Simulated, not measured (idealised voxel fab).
process module | voxel wiring stack
cross-section cut | 155 nm wide | cells 5 nm
A cross-section is a grid of square cells, given in bands from the top down. A band is one or more rows of cells.
Each band's line starts with the height of the band's top and of its bottom, in nm. Then come its materials from left to right, each with its width in nm. One material with "throughout" fills the band from edge to edge. "air" is empty space.
Height 0 is the level under which the wafer as received is all one material. The lowest band goes on downwards, as in "0 down".
A width such as "30 to 40" changes by the same amount from each row of cells to the next, from the band's top row to its bottom row.
"no change" after a step means that no cell of the cross-section changed.
closed voids: empty space of 8 cells or more with no open way to the top, each as width x height at its distance from the left edge, in nm
after a step's settings: what the simulator itself notes on the step
overlay nm, on a step with a mask: how far to the right of its planned place the mask lay; to the left if negative
plan
1 op RECEIVE | material Si
2 op CONFORMAL_DEP | material SiO2 | thk nm 10
3 op CONFORMAL_DEP | material SiN | thk nm 5
4 op DIRECTIONAL_DEP | material SiO2 | thk nm 15
5 op MASKED_ETCH | tone open | mask id METAL_1 | width nm 30 | pitch nm 60 | etch materials SiO2 | depth nm 15 | overlay nm 0
6 op MASKED_ETCH | tone open | mask id METAL_1 | width nm 30 | pitch nm 60 | etch materials SiN | depth nm 5 | overlay nm 0
7 op CONFORMAL_DEP | material TiN | thk nm 5
8 op FILL_DEP | material Ru | thk nm 10
9 op CMP | height nm 30
10 op CONFORMAL_DEP | material SiCN | thk nm 5
11 op DIRECTIONAL_DEP | material lowk | thk nm 15
12 op DIRECTIONAL_DEP | material aC | thk nm 10
13 op PATTERN | tone open | mask id PLUG_1 | material resist | width nm 15 | thk nm 30 | overlay nm 0
14 op DIRECTIONAL_ETCH | etch materials aC | depth nm 10
15 op STRIP | etch materials resist
16 op DIRECTIONAL_ETCH | etch materials lowk | depth nm 15
17 op DIRECTIONAL_ETCH | etch materials SiCN | depth nm 5
18 op STRIP | etch materials aC
19 op CONFORMAL_DEP | material TiN | thk nm 5
20 op FILL_DEP | material Cu | thk nm 5
21 op CMP | height nm 50
22 op DIRECTIONAL_DEP | material TiN | thk nm 5
23 op DIRECTIONAL_DEP | material W | thk nm 25
24 op PATTERN | tone cover | mask id METAL_2 | material resist | width nm 30 | pitch nm 60 | thk nm 20 | overlay nm 0
25 op DIRECTIONAL_ETCH | etch materials W | depth nm 25
26 op DIRECTIONAL_ETCH | etch materials TiN | depth nm 5
27 op STRIP | etch materials resist
28 op FILL_DEP | material lowk | thk nm 10
29 op CMP | height nm 80
30 op CONFORMAL_DEP | material SiCN | thk nm 5
31 op DIRECTIONAL_DEP | material SiO2 | thk nm 30
32 op MASKED_ETCH | tone open | mask id METAL_3_HOLES | width nm 15 | etch materials SiO2 | depth nm 30 | overlay nm 0
33 op MASKED_ETCH | tone open | mask id METAL_3 | width nm 30 | pitch nm 60 | etch materials SiO2 | depth nm 20 | overlay nm 0
34 op MASKED_ETCH | tone open | mask id METAL_3 | width nm 30 | pitch nm 60 | etch materials SiCN | depth nm 5 | overlay nm 0
35 op CONFORMAL_DEP | material TiN | thk nm 5
36 op FILL_DEP | material Ru | thk nm 10
37 op CMP | height nm 115
38 op CONFORMAL_DEP | material SiCN | thk nm 5
39 op DIRECTIONAL_DEP | material lowk | thk nm 10
40 op PATTERN | tone open | mask id PLUG_3 | material resist | width nm 15 | pitch nm 60 | thk nm 15 | overlay nm 0
41 op DIRECTIONAL_ETCH | etch materials lowk | depth nm 10
42 op DIRECTIONAL_ETCH | etch materials SiCN | depth nm 5
43 op STRIP | etch materials resist
44 op EPI | material Ru | thk nm 10
45 op EPI | material Ru | thk nm 5
46 op CONFORMAL_DEP | material SiCN | thk nm 5
47 op DIRECTIONAL_DEP | material lowk | thk nm 20
48 op PATTERN | tone open | mask id METAL_4 | material resist | width nm 30 | pitch nm 60 | thk nm 15 | overlay nm 0
49 op DIRECTIONAL_ETCH | etch materials lowk | depth nm 20
50 op DIRECTIONAL_ETCH | etch materials SiCN | depth nm 5
51 op STRIP | etch materials resist
52 op CONFORMAL_DEP | material TiN | thk nm 5
53 op FILL_DEP | material Cu | thk nm 5
54 op CMP | height nm 155
55 op CONFORMAL_DEP | material SiCN | thk nm 5
as received, after step 1
  0 down: Si throughout
  closed voids: none
first wafer at the end, as planned
  160 to 155: SiCN throughout
  155 to 135: lowk 30 | TiN 5 | Cu 20 | TiN 5 | lowk 30 | TiN 5 | Cu 20 | TiN 5 | lowk 35
  135 to 130: SiCN 30 | TiN 30 | SiCN 30 | TiN 30 | SiCN 35
  130 to 120: lowk 30 | Ru 15 | lowk 45 | Ru 15 | lowk 50
  120 to 115: SiCN 30 | Ru 15 | SiCN 45 | Ru 15 | SiCN 50
  115 to 100: SiO2 30 | TiN 5 | Ru 20 | TiN 5 | SiO2 30 | TiN 5 | Ru 20 | TiN 5 | SiO2 35
  100 to 95: SiO2 30 | TiN 5 | Ru 5 | TiN 20 | SiO2 30 | TiN 30 | SiO2 35
  95 to 85: SiO2 30 | TiN 5 | Ru 5 | TiN 5 | SiO2 110
  85 to 80: SiCN 30 | TiN 15 | SiCN 110
  80 to 55: lowk 30 | W 30 | lowk 30 | W 30 | lowk 35
  55 to 50: lowk 30 | TiN 30 | lowk 30 | TiN 30 | lowk 35
  50 to 35: lowk 30 | TiN 5 | Cu 5 | TiN 5 | lowk 110
  35 to 30: SiCN 30 | TiN 15 | SiCN 110
  30 to 15: SiO2 30 | TiN 5 | Ru 20 | TiN 5 | SiO2 30 | TiN 5 | Ru 20 | TiN 5 | SiO2 35
  15 to 10: SiN 30 | TiN 30 | SiN 30 | TiN 30 | SiN 35
  10 to 0: SiO2 throughout
  0 down: Si throughout
  closed voids: none
second wafer at the end: like start, like plan, one mistake
  160 to 155: SiCN throughout
  155 to 135: lowk 30 | TiN 5 | Cu 20 | TiN 5 | lowk 30 | TiN 5 | Cu 20 | TiN 5 | lowk 35
  135 to 130: SiCN 30 | TiN 30 | SiCN 30 | TiN 30 | SiCN 35
  130 to 120: lowk 30 | Ru 15 | lowk 45 | Ru 15 | lowk 50
  120 to 115: SiCN 30 | Ru 15 | SiCN 45 | Ru 15 | SiCN 50
  115 to 100: SiO2 30 | TiN 5 | Ru 20 | TiN 5 | SiO2 30 | TiN 5 | Ru 20 | TiN 5 | SiO2 35
  100 to 95: SiO2 30 | TiN 5 | Ru 5 | TiN 20 | SiO2 30 | TiN 30 | SiO2 35
  95 to 85: SiO2 30 | TiN 5 | Ru 5 | TiN 5 | SiO2 110
  85 to 80: SiCN 30 | TiN 15 | SiCN 110
  80 to 75: lowk throughout
  75 to 50: lowk 30 | W 30 | lowk 30 | W 30 | lowk 35
  50 to 45: lowk 30 | TiN 30 | lowk 30 | TiN 30 | lowk 35
  45 to 35: lowk 30 | TiN 5 | Cu 5 | TiN 5 | lowk 110
  35 to 30: SiCN 30 | TiN 15 | SiCN 110
  30 to 15: SiO2 30 | TiN 5 | Ru 20 | TiN 5 | SiO2 30 | TiN 5 | Ru 20 | TiN 5 | SiO2 35
  15 to 10: SiN 30 | TiN 30 | SiN 30 | TiN 30 | SiN 35
  10 to 0: SiO2 throughout
  0 down: Si throughout
  closed voids: none
what went wrong: step 21 ran as: op CMP | height nm 45
at the end the second wafer has, in cells: 1 fewer of Cu | 2 fewer of TiN | 3 more of lowk
